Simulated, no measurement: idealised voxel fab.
process module | voxel plated lines
cross-section cut | 295 nm wide | cells 5 nm
A cross-section is a grid of square cells, given in bands from the top down. A band is one or more rows of cells.
Each band's line starts with the height of the band's top and of its bottom, in nm. Then come its materials from left to right, each with its width in nm. One material with "throughout" fills the band from edge to edge. "air" is empty space.
Height 0 is the level under which the wafer as received is all one material. The lowest band goes on downwards, as in "0 down".
A width such as "30 to 40" changes by the same amount from each row of cells to the next, from the band's top row to its bottom row.
"no change" after a step means that no cell of the cross-section changed.
closed voids: empty space of 8 cells or more with no open way to the top, each as width x height at its distance from the left edge, in nm
after a step's settings: what the simulator itself notes on the step
overlay nm, on a step with a mask: how far to the right of its planned place the mask lay; to the left if negative
plan
1 op RECEIVE | material Si
2 op CONFORMAL_DEP | material SiN | thk nm 5
3 op DIRECTIONAL_DEP | material TiN | thk nm 5
4 op PATTERN | tone open | mask id LINES | material resist | width nm 25 | pitch nm 40 | thk nm 40 | overlay nm 0
5 op EPI | material Ru | thk nm 10
6 op EPI | material Ru | thk nm 5
7 op EPI | material Ru | thk nm 5
8 op STRIP | etch materials resist
9 op DIRECTIONAL_ETCH | etch materials TiN | depth nm 5
10 op CONFORMAL_DEP | material SiN | thk nm 10
first wafer, as planned
as received, after step 1
  0 down: Si throughout
  closed voids: none
after step 2
  5 to 0: SiN throughout
  below 0: unchanged
after step 3
  10 to 5: TiN throughout
  below 5: unchanged
after step 4
  50 to 10: resist 95 | air 25 | resist 15 | air 25 | resist 15 | air 25 | resist 95
  below 10: unchanged
after step 5
  50 to 20: resist 95 | air 25 | resist 15 | air 25 | resist 15 | air 25 | resist 95
  20 to 10: resist 95 | Ru 25 | resist 15 | Ru 25 | resist 15 | Ru 25 | resist 95
  below 10: unchanged
after step 6
  50 to 25: resist 95 | air 25 | resist 15 | air 25 | resist 15 | air 25 | resist 95
  25 to 10: resist 95 | Ru 25 | resist 15 | Ru 25 | resist 15 | Ru 25 | resist 95
  below 10: unchanged
after step 7
  50 to 30: resist 95 | air 25 | resist 15 | air 25 | resist 15 | air 25 | resist 95
  30 to 10: resist 95 | Ru 25 | resist 15 | Ru 25 | resist 15 | Ru 25 | resist 95
  below 10: unchanged
after step 8
  30 to 10: air 95 | Ru 25 | air 15 | Ru 25 | air 15 | Ru 25 | air 95
  below 10: unchanged
after step 9
  30 to 10: air 95 | Ru 25 | air 15 | Ru 25 | air 15 | Ru 25 | air 95
  10 to 5: air 95 | TiN 25 | air 15 | TiN 25 | air 15 | TiN 25 | air 95
  below 5: unchanged
after step 10
  40 to 30: air 85 | SiN 125 | air 85
  30 to 15: air 85 | SiN 10 | Ru 25 | SiN 15 | Ru 25 | SiN 15 | Ru 25 | SiN 10 | air 85
  15 to 10: SiN 95 | Ru 25 | SiN 15 | Ru 25 | SiN 15 | Ru 25 | SiN 95
  10 to 5: SiN 95 | TiN 25 | SiN 15 | TiN 25 | SiN 15 | TiN 25 | SiN 95
  below 5: unchanged
second wafer: like start, like plan, one mistake. Through step 3 it matches the first wafer
when step 4 should have ended
  50 to 10: resist 90 | air 25 | resist 15 | air 25 | resist 15 | air 25 | resist 100
  below 10: unchanged
when step 5 should have ended
  50 to 20: resist 90 | air 25 | resist 15 | air 25 | resist 15 | air 25 | resist 100
  20 to 10: resist 90 | Ru 25 | resist 15 | Ru 25 | resist 15 | Ru 25 | resist 100
  below 10: unchanged
when step 6 should have ended
  50 to 25: resist 90 | air 25 | resist 15 | air 25 | resist 15 | air 25 | resist 100
  25 to 10: resist 90 | Ru 25 | resist 15 | Ru 25 | resist 15 | Ru 25 | resist 100
  below 10: unchanged
when step 7 should have ended
  50 to 30: resist 90 | air 25 | resist 15 | air 25 | resist 15 | air 25 | resist 100
  30 to 10: resist 90 | Ru 25 | resist 15 | Ru 25 | resist 15 | Ru 25 | resist 100
  below 10: unchanged
when step 8 should have ended
  30 to 10: air 90 | Ru 25 | air 15 | Ru 25 | air 15 | Ru 25 | air 100
  below 10: unchanged
when step 9 should have ended
  30 to 10: air 90 | Ru 25 | air 15 | Ru 25 | air 15 | Ru 25 | air 100
  10 to 5: air 90 | TiN 25 | air 15 | TiN 25 | air 15 | TiN 25 | air 100
  below 5: unchanged
when step 10 should have ended
  40 to 30: air 80 | SiN 125 | air 90
  30 to 15: air 80 | SiN 10 | Ru 25 | SiN 15 | Ru 25 | SiN 15 | Ru 25 | SiN 10 | air 90
  15 to 10: SiN 90 | Ru 25 | SiN 15 | Ru 25 | SiN 15 | Ru 25 | SiN 100
  10 to 5: SiN 90 | TiN 25 | SiN 15 | TiN 25 | SiN 15 | TiN 25 | SiN 100
  below 5: unchanged
what went wrong: step 4 ran as: op PATTERN | tone open | mask id LINES | material resist | width nm 25 | pitch nm 40 | thk nm 40 | overlay nm -5
at the end the second wafer has, in cells: as many of each material as the first, in other places
